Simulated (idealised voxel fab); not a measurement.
The document below concerns the process module designated voxel ribs on slabs.
Cross-section cut: width 250 nm, square cells of 5 nm.
Reading order for cross-sections: top band down to bottom band. Underlying form: a grid of square cells. Band size: one or more rows of cells. Top, bottom (nm), then materials left to right with widths (nm); lone material tagged "everywhere" fills the whole band edge to edge; "empty" = empty space. The reference from which all heights are counted is 0, the level beneath which the as-received wafer is entirely one material; the lowest band, having no lower bound, proceeds downward and is written after the example "0 down". It should be noted that a width expressed as "30->40" varies in equal increments from row to row of cells within the band, taking the value of the first number at the top row and that of the second number at the bottom row. It should be understood that the words "no change", when stated for a given step, signify that the cross-section underwent no change in any of its cells during that step. The list in "Sealed internal cavities" covers empty spaces of 8 cells or more that cannot reach the top through any open way, and it gives each as width x height at distance; the distance is from the left edge, and width, height and distance are in nm. The remark found on a step's line after its settings is issued by the simulator itself and pertains to that step. overlay nm: where the mask lay relative to plan, measured to the right, on steps with a mask; negatives go left. From here on the document is pairs. In a pair, the cross-section before one process step comes with the cross-section after it, and the latter goes no deeper than the lowest band that changed. What lies in between, the step and its settings, is written under the pair. A pair may be from a different run of this module on the same starting wafer than the pair above it, so it continues from that pair only where its entry headed "Before this step" says so.

## Before this step
0 down: Si everywhere
Sealed internal cavities: none

## Sectional Result
25 to 0: SiO2 everywhere
Whatever lies below 0 is exactly as it was before.
Sealed internal cavities: none
Connecting step for the cross-sections above: DIRECTIONAL_DEP: material SiO2, thk nm 25

Before this step: as shown after the step in the preceding pair, directly above.

## Sectional Result
40 to 25: polySi everywhere
Whatever lies below 25 is exactly as it was before.
Sealed internal cavities: none
Connecting step for the cross-sections above: DIRECTIONAL_DEP: material polySi, thk nm 15

Before this step: as shown after the step in the preceding pair, directly above.

## Sectional Result
60 to 40: empty 110, resist 30, empty 110
Whatever lies below 40 is exactly as it was before.
Sealed internal cavities: none
Connecting step for the cross-sections above: PATTERN: tone cover, mask id RIB, material resist, width nm 30, thk nm 20, overlay nm 0

Before this step: as shown after the step in the preceding pair, directly above.

## Sectional Result
60 to 40: empty 110, resist 30, empty 110
40 to 30: empty 110, polySi 30, empty 110
Whatever lies below 30 is exactly as it was before.
Sealed internal cavities: none
Connecting step for the cross-sections above: DIRECTIONAL_ETCH: etch materials polySi, depth nm 10

Before this step: as shown after the step in the preceding pair, directly above.

## Sectional Result
40 to 30: empty 110, polySi 30, empty 110
Whatever lies below 30 is exactly as it was before.
Sealed internal cavities: none
Connecting step for the cross-sections above: STRIP: etch materials resist

Before this step: as shown after the step in the preceding pair, directly above.

## Sectional Result
40 to 30: empty 110, polySi 30, empty 110
30 to 25: empty 80, polySi 90, empty 80
Whatever lies below 25 is exactly as it was before.
Sealed internal cavities: none
Connecting step for the cross-sections above: MASKED_ETCH: tone cover, mask id SLAB, width nm 90, etch materials polySi, depth nm 5, overlay nm 0

Before this step: as shown after the step in the preceding pair, directly above.

## Sectional Result
65 to 40: SiO2 everywhere
40 to 30: SiO2 110, polySi 30, SiO2 110
30 to 25: SiO2 80, polySi 90, SiO2 80
Whatever lies below 25 is exactly as it was before.
Sealed internal cavities: none
Connecting step for the cross-sections above: FILL_DEP: material SiO2, thk nm 25

Before this step: as shown after the step in the preceding pair, directly above.

## Sectional Result
60 to 40: SiO2 everywhere
Whatever lies below 40 is exactly as it was before.
Sealed internal cavities: none
Connecting step for the cross-sections above: CMP: height nm 60

Before this step: as shown after the step in the preceding pair, directly above.

## Sectional Result
65 to 60: TiN everywhere
Whatever lies below 60 is exactly as it was before.
Sealed internal cavities: none
Connecting step for the cross-sections above: DIRECTIONAL_DEP: material TiN, thk nm 5

Before this step: as shown after the step in the preceding pair, directly above.

## Sectional Result
65 to 60: empty 105, TiN 40, empty 105
Whatever lies below 60 is exactly as it was before.
Sealed internal cavities: none
Connecting step for the cross-sections above: MASKED_ETCH: tone cover, mask id HEATER, width nm 40, etch materials TiN, depth nm 5, overlay nm 0

Before this step: as shown after the step in the preceding pair, directly above.

## Sectional Result
75 to 70: empty 95, SiO2 60, empty 95
70 to 65: SiO2 everywhere
65 to 60: SiO2 105, TiN 40, SiO2 105
Whatever lies below 60 is exactly as it was before.
Sealed internal cavities: none
Connecting step for the cross-sections above: CONFORMAL_DEP: material SiO2, thk nm 10

## Before this step
40 to 25: polySi everywhere
25 to 0: SiO2 everywhere
0 down: Si everywhere
Sealed internal cavities: none

## Sectional Result
55 to 25: polySi everywhere
Whatever lies below 25 is exactly as it was before.
Sealed internal cavities: none
Connecting step for the cross-sections above: DIRECTIONAL_DEP: material polySi, thk nm 15

Before this step: as shown after the step in the preceding pair, directly above.

## Sectional Result
75 to 55: empty 110, resist 30, empty 110
Whatever lies below 55 is exactly as it was before.
Sealed internal cavities: none
Connecting step for the cross-sections above: PATTERN: tone cover, mask id RIB, material resist, width nm 30, thk nm 20, overlay nm 0

Before this step: as shown after the step in the preceding pair, directly above.

## Sectional Result
75 to 55: empty 110, resist 30, empty 110
55 to 45: empty 110, polySi 30, empty 110
Whatever lies below 45 is exactly as it was before.
Sealed internal cavities: none
Connecting step for the cross-sections above: DIRECTIONAL_ETCH: etch materials polySi, depth nm 10

Before this step: as shown after the step in the preceding pair, directly above.

## Sectional Result
55 to 45: empty 110, polySi 30, empty 110
Whatever lies below 45 is exactly as it was before.
Sealed internal cavities: none
Connecting step for the cross-sections above: STRIP: etch materials resist

Before this step: as shown after the step in the preceding pair, directly above.

## Sectional Result
55 to 45: empty 110, polySi 30, empty 110
45 to 40: empty 80, polySi 90, empty 80
Whatever lies below 40 is exactly as it was before.
Sealed internal cavities: none
Connecting step for the cross-sections above: MASKED_ETCH: tone cover, mask id SLAB, width nm 90, etch materials polySi, depth nm 5, overlay nm 0

Before this step: as shown after the step in the preceding pair, directly above.

## Sectional Result
80 to 55: SiO2 everywhere
55 to 45: SiO2 110, polySi 30, SiO2 110
45 to 40: SiO2 80, polySi 90, SiO2 80
Whatever lies below 40 is exactly as it was before.
Sealed internal cavities: none
Connecting step for the cross-sections above: FILL_DEP: material SiO2, thk nm 25

Before this step: as shown after the step in the preceding pair, directly above.

## Sectional Result
60 to 55: SiO2 everywhere
Whatever lies below 55 is exactly as it was before.
Sealed internal cavities: none
Connecting step for the cross-sections above: CMP: height nm 60

Before this step: as shown after the step in the preceding pair, directly above.

## Sectional Result
65 to 60: TiN everywhere
Whatever lies below 60 is exactly as it was before.
Sealed internal cavities: none
Connecting step for the cross-sections above: DIRECTIONAL_DEP: material TiN, thk nm 5

Before this step: as shown after the step in the preceding pair, directly above.

## Sectional Result
65 to 60: empty 105, TiN 40, empty 105
Whatever lies below 60 is exactly as it was before.
Sealed internal cavities: none
Connecting step for the cross-sections above: MASKED_ETCH: tone cover, mask id HEATER, width nm 40, etch materials TiN, depth nm 5, overlay nm 0

Before this step: as shown after the step in the preceding pair, directly above.

## Sectional Result
75 to 70: empty 95, SiO2 60, empty 95
70 to 65: SiO2 everywhere
65 to 60: SiO2 105, TiN 40, SiO2 105
Whatever lies below 60 is exactly as it was before.
Sealed internal cavities: none
Connecting step for the cross-sections above: CONFORMAL_DEP: material SiO2, thk nm 10

## Before this step
0 down: Si everywhere
Sealed internal cavities: none

## Sectional Result
15 to 0: polySi everywhere
Whatever lies below 0 is exactly as it was before.
Sealed internal cavities: none
Connecting step for the cross-sections above: DIRECTIONAL_DEP: material polySi, thk nm 15

Before this step: as shown after the step in the preceding pair, directly above.

## Sectional Result
40 to 15: SiO2 everywhere
Whatever lies below 15 is exactly as it was before.
Sealed internal cavities: none
Connecting step for the cross-sections above: DIRECTIONAL_DEP: material SiO2, thk nm 25

Before this step: as shown after the step in the preceding pair, directly above.

## Sectional Result
60 to 40: empty 110, resist 30, empty 110
Whatever lies below 40 is exactly as it was before.
Sealed internal cavities: none
Connecting step for the cross-sections above: PATTERN: tone cover, mask id RIB, material resist, width nm 30, thk nm 20, overlay nm 0

Before this step: as shown after the step in the preceding pair, directly above.

## Sectional Result
40 to 15: SiO2 everywhere
Whatever lies below 15 is exactly as it was before.
Sealed internal cavities: none
Connecting step for the cross-sections above: STRIP: etch materials resist

Before this step: as shown after the step in the preceding pair, directly above.

## Sectional Result
65 to 15: SiO2 everywhere
Whatever lies below 15 is exactly as it was before.
Sealed internal cavities: none
Connecting step for the cross-sections above: FILL_DEP: material SiO2, thk nm 25

Before this step: as shown after the step in the preceding pair, directly above.

## Sectional Result
60 to 15: SiO2 everywhere
Whatever lies below 15 is exactly as it was before.
Sealed internal cavities: none
Connecting step for the cross-sections above: CMP: height nm 60

Before this step: as shown after the step in the preceding pair, directly above.

## Sectional Result
65 to 60: TiN everywhere
Whatever lies below 60 is exactly as it was before.
Sealed internal cavities: none
Connecting step for the cross-sections above: DIRECTIONAL_DEP: material TiN, thk nm 5

Before this step: as shown after the step in the preceding pair, directly above.

## Sectional Result
65 to 60: empty 105, TiN 40, empty 105
Whatever lies below 60 is exactly as it was before.
Sealed internal cavities: none
Connecting step for the cross-sections above: MASKED_ETCH: tone cover, mask id HEATER, width nm 40, etch materials TiN, depth nm 5, overlay nm 0

Before this step: as shown after the step in the preceding pair, directly above.

## Sectional Result
75 to 70: empty 95, SiO2 60, empty 95
70 to 65: SiO2 everywhere
65 to 60: SiO2 105, TiN 40, SiO2 105
Whatever lies below 60 is exactly as it was before.
Sealed internal cavities: none
Connecting step for the cross-sections above: CONFORMAL_DEP: material SiO2, thk nm 10

## Before this step
25 to 0: SiO2 everywhere
0 down: Si everywhere
Sealed internal cavities: none

## Sectional Result
50 to 25: polySi everywhere
Whatever lies below 25 is exactly as it was before.
Sealed internal cavities: none
Connecting step for the cross-sections above: DIRECTIONAL_DEP: material polySi, thk nm 25

Before this step: as shown after the step in the preceding pair, directly above.

## Sectional Result
70 to 50: empty 110, resist 30, empty 110
Whatever lies below 50 is exactly as it was before.
Sealed internal cavities: none
Connecting step for the cross-sections above: PATTERN: tone cover, mask id RIB, material resist, width nm 30, thk nm 20, overlay nm 0

Before this step: as shown after the step in the preceding pair, directly above.

## Sectional Result
70 to 50: empty 110, resist 30, empty 110
50 to 40: empty 110, polySi 30, empty 110
Whatever lies below 40 is exactly as it was before.
Sealed internal cavities: none
Connecting step for the cross-sections above: DIRECTIONAL_ETCH: etch materials polySi, depth nm 10

Before this step: as shown after the step in the preceding pair, directly above.

## Sectional Result
50 to 40: empty 110, polySi 30, empty 110
Whatever lies below 40 is exactly as it was before.
Sealed internal cavities: none
Connecting step for the cross-sections above: STRIP: etch materials resist

Before this step: as shown after the step in the preceding pair, directly above.

## Sectional Result
50 to 40: empty 110, polySi 30, empty 110
40 to 35: empty 80, polySi 90, empty 80
Whatever lies below 35 is exactly as it was before.
Sealed internal cavities: none
Connecting step for the cross-sections above: MASKED_ETCH: tone cover, mask id SLAB, width nm 90, etch materials polySi, depth nm 5, overlay nm 0

Before this step: as shown after the step in the preceding pair, directly above.

## Sectional Result
75 to 50: SiO2 everywhere
50 to 40: SiO2 110, polySi 30, SiO2 110
40 to 35: SiO2 80, polySi 90, SiO2 80
Whatever lies below 35 is exactly as it was before.
Sealed internal cavities: none
Connecting step for the cross-sections above: FILL_DEP: material SiO2, thk nm 25

Before this step: as shown after the step in the preceding pair, directly above.

## Sectional Result
60 to 50: SiO2 everywhere
Whatever lies below 50 is exactly as it was before.
Sealed internal cavities: none
Connecting step for the cross-sections above: CMP: height nm 60

Before this step: as shown after the step in the preceding pair, directly above.

## Sectional Result
65 to 60: TiN everywhere
Whatever lies below 60 is exactly as it was before.
Sealed internal cavities: none
Connecting step for the cross-sections above: DIRECTIONAL_DEP: material TiN, thk nm 5

Before this step: as shown after the step in the preceding pair, directly above.

## Sectional Result
65 to 60: empty 105, TiN 40, empty 105
Whatever lies below 60 is exactly as it was before.
Sealed internal cavities: none
Connecting step for the cross-sections above: MASKED_ETCH: tone cover, mask id HEATER, width nm 40, etch materials TiN, depth nm 5, overlay nm 0

Before this step: as shown after the step in the preceding pair, directly above.

## Sectional Result
75 to 70: empty 95, SiO2 60, empty 95
70 to 65: SiO2 everywhere
65 to 60: SiO2 105, TiN 40, SiO2 105
Whatever lies below 60 is exactly as it was before.
Sealed internal cavities: none
Connecting step for the cross-sections above: CONFORMAL_DEP: material SiO2, thk nm 10

## Before this step
40 to 25: polySi everywhere
25 to 0: SiO2 everywhere
0 down: Si everywhere
Sealed internal cavities: none

## Sectional Result
60 to 40: empty 105, resist 40, empty 105
Whatever lies below 40 is exactly as it was before.
Sealed internal cavities: none
Connecting step for the cross-sections above: PATTERN: tone cover, mask id RIB, material resist, width nm 40, thk nm 20, overlay nm 0

Before this step: as shown after the step in the preceding pair, directly above.

## Sectional Result
60 to 40: empty 105, resist 40, empty 105
40 to 30: empty 105, polySi 40, empty 105
Whatever lies below 30 is exactly as it was before.
Sealed internal cavities: none
Connecting step for the cross-sections above: DIRECTIONAL_ETCH: etch materials polySi, depth nm 10

Before this step: as shown after the step in the preceding pair, directly above.

## Sectional Result
40 to 30: empty 105, polySi 40, empty 105
Whatever lies below 30 is exactly as it was before.
Sealed internal cavities: none
Connecting step for the cross-sections above: STRIP: etch materials resist

Before this step: as shown after the step in the preceding pair, directly above.

## Sectional Result
40 to 30: empty 105, polySi 40, empty 105
30 to 25: empty 80, polySi 90, empty 80
Whatever lies below 25 is exactly as it was before.
Sealed internal cavities: none
Connecting step for the cross-sections above: MASKED_ETCH: tone cover, mask id SLAB, width nm 90, etch materials polySi, depth nm 5, overlay nm 0

Before this step: as shown after the step in the preceding pair, directly above.

## Sectional Result
65 to 40: SiO2 everywhere
40 to 30: SiO2 105, polySi 40, SiO2 105
30 to 25: SiO2 80, polySi 90, SiO2 80
Whatever lies below 25 is exactly as it was before.
Sealed internal cavities: none
Connecting step for the cross-sections above: FILL_DEP: material SiO2, thk nm 25

Before this step: as shown after the step in the preceding pair, directly above.

## Sectional Result
60 to 40: SiO2 everywhere
Whatever lies below 40 is exactly as it was before.
Sealed internal cavities: none
Connecting step for the cross-sections above: CMP: height nm 60

Before this step: as shown after the step in the preceding pair, directly above.

## Sectional Result
65 to 60: TiN everywhere
Whatever lies below 60 is exactly as it was before.
Sealed internal cavities: none
Connecting step for the cross-sections above: DIRECTIONAL_DEP: material TiN, thk nm 5

Before this step: as shown after the step in the preceding pair, directly above.

## Sectional Result
65 to 60: empty 105, TiN 40, empty 105
Whatever lies below 60 is exactly as it was before.
Sealed internal cavities: none
Connecting step for the cross-sections above: MASKED_ETCH: tone cover, mask id HEATER, width nm 40, etch materials TiN, depth nm 5, overlay nm 0

Before this step: as shown after the step in the preceding pair, directly above.

## Sectional Result
75 to 70: empty 95, SiO2 60, empty 95
70 to 65: SiO2 everywhere
65 to 60: SiO2 105, TiN 40, SiO2 105
Whatever lies below 60 is exactly as it was before.
Sealed internal cavities: none
Connecting step for the cross-sections above: CONFORMAL_DEP: material SiO2, thk nm 10

## Before this step
40 to 25: polySi everywhere
25 to 0: SiO2 everywhere
0 down: Si everywhere
Sealed internal cavities: none

## Sectional Result
60 to 40: empty 100, resist 30, empty 120
Whatever lies below 40 is exactly as it was before.
Sealed internal cavities: none
Connecting step for the cross-sections above: PATTERN: tone cover, mask id RIB, material resist, width nm 30, thk nm 20, overlay nm -10

Before this step: as shown after the step in the preceding pair, directly above.

## Sectional Result
60 to 40: empty 100, resist 30, empty 120
40 to 30: empty 100, polySi 30, empty 120
Whatever lies below 30 is exactly as it was before.
Sealed internal cavities: none
Connecting step for the cross-sections above: DIRECTIONAL_ETCH: etch materials polySi, depth nm 10

Before this step: as shown after the step in the preceding pair, directly above.

## Sectional Result
40 to 30: empty 100, polySi 30, empty 120
Whatever lies below 30 is exactly as it was before.
Sealed internal cavities: none
Connecting step for the cross-sections above: STRIP: etch materials resist

Before this step: as shown after the step in the preceding pair, directly above.

## Sectional Result
40 to 30: empty 100, polySi 30, empty 120
30 to 25: empty 80, polySi 90, empty 80
Whatever lies below 25 is exactly as it was before.
Sealed internal cavities: none
Connecting step for the cross-sections above: MASKED_ETCH: tone cover, mask id SLAB, width nm 90, etch materials polySi, depth nm 5, overlay nm 0

Before this step: as shown after the step in the preceding pair, directly above.

## Sectional Result
65 to 40: SiO2 everywhere
40 to 30: SiO2 100, polySi 30, SiO2 120
30 to 25: SiO2 80, polySi 90, SiO2 80
Whatever lies below 25 is exactly as it was before.
Sealed internal cavities: none
Connecting step for the cross-sections above: FILL_DEP: material SiO2, thk nm 25

Before this step: as shown after the step in the preceding pair, directly above.

## Sectional Result
60 to 40: SiO2 everywhere
Whatever lies below 40 is exactly as it was before.
Sealed internal cavities: none
Connecting step for the cross-sections above: CMP: height nm 60

Before this step: as shown after the step in the preceding pair, directly above.

## Sectional Result
65 to 60: TiN everywhere
Whatever lies below 60 is exactly as it was before.
Sealed internal cavities: none
Connecting step for the cross-sections above: DIRECTIONAL_DEP: material TiN, thk nm 5

Before this step: as shown after the step in the preceding pair, directly above.

## Sectional Result
65 to 60: empty 105, TiN 40, empty 105
Whatever lies below 60 is exactly as it was before.
Sealed internal cavities: none
Connecting step for the cross-sections above: MASKED_ETCH: tone cover, mask id HEATER, width nm 40, etch materials TiN, depth nm 5, overlay nm 0

Before this step: as shown after the step in the preceding pair, directly above.

## Sectional Result
75 to 70: empty 95, SiO2 60, empty 95
70 to 65: SiO2 everywhere
65 to 60: SiO2 105, TiN 40, SiO2 105
Whatever lies below 60 is exactly as it was before.
Sealed internal cavities: none
Connecting step for the cross-sections above: CONFORMAL_DEP: material SiO2, thk nm 10

## Before this step
60 to 40: SiO2 everywhere
40 to 30: SiO2 110, polySi 30, SiO2 110
30 to 25: SiO2 80, polySi 90, SiO2 80
25 to 0: SiO2 everywhere
0 down: Si everywhere
Sealed internal cavities: none

## Sectional Result
65 to 60: polySi everywhere
Whatever lies below 60 is exactly as it was before.
Sealed internal cavities: none
Connecting step for the cross-sections above: DIRECTIONAL_DEP: material polySi, thk nm 5

Before this step: as shown after the step in the preceding pair, directly above.

## Sectional Result
75 to 65: SiO2 everywhere
Whatever lies below 65 is exactly as it was before.
Sealed internal cavities: none
Connecting step for the cross-sections above: CONFORMAL_DEP: material SiO2, thk nm 10

## Before this step
40 to 30: empty 110, polySi 30, empty 110
30 to 25: polySi everywhere
25 to 0: SiO2 everywhere
0 down: Si everywhere
Sealed internal cavities: none

## Sectional Result
35 to 30: empty 110, polySi 30, empty 110
30 to 25: polySi 80, empty 30, polySi 30, empty 30, polySi 80
Whatever lies below 25 is exactly as it was before.
Sealed internal cavities: none
Connecting step for the cross-sections above: MASKED_ETCH: tone open, mask id SLAB, width nm 90, etch materials polySi, depth nm 5, overlay nm 0

Before this step: as shown after the step in the preceding pair, directly above.

## Sectional Result
60 to 35: SiO2 everywhere
35 to 30: SiO2 110, polySi 30, SiO2 110
30 to 25: polySi 80, SiO2 30, polySi 30, SiO2 30, polySi 80
Whatever lies below 25 is exactly as it was before.
Sealed internal cavities: none
Connecting step for the cross-sections above: FILL_DEP: material SiO2, thk nm 25

Before this step: as shown after the step in the preceding pair, directly above.

## Sectional Result
65 to 60: TiN everywhere
Whatever lies below 60 is exactly as it was before.
Sealed internal cavities: none
Connecting step for the cross-sections above: DIRECTIONAL_DEP: material TiN, thk nm 5

Before this step: as shown after the step in the preceding pair, directly above.

## Sectional Result
65 to 60: empty 105, TiN 40, empty 105
Whatever lies below 60 is exactly as it was before.
Sealed internal cavities: none
Connecting step for the cross-sections above: MASKED_ETCH: tone cover, mask id HEATER, width nm 40, etch materials TiN, depth nm 5, overlay nm 0

Before this step: as shown after the step in the preceding pair, directly above.

## Sectional Result
75 to 70: empty 95, SiO2 60, empty 95
70 to 65: SiO2 everywhere
65 to 60: SiO2 105, TiN 40, SiO2 105
Whatever lies below 60 is exactly as it was before.
Sealed internal cavities: none
Connecting step for the cross-sections above: CONFORMAL_DEP: material SiO2, thk nm 10
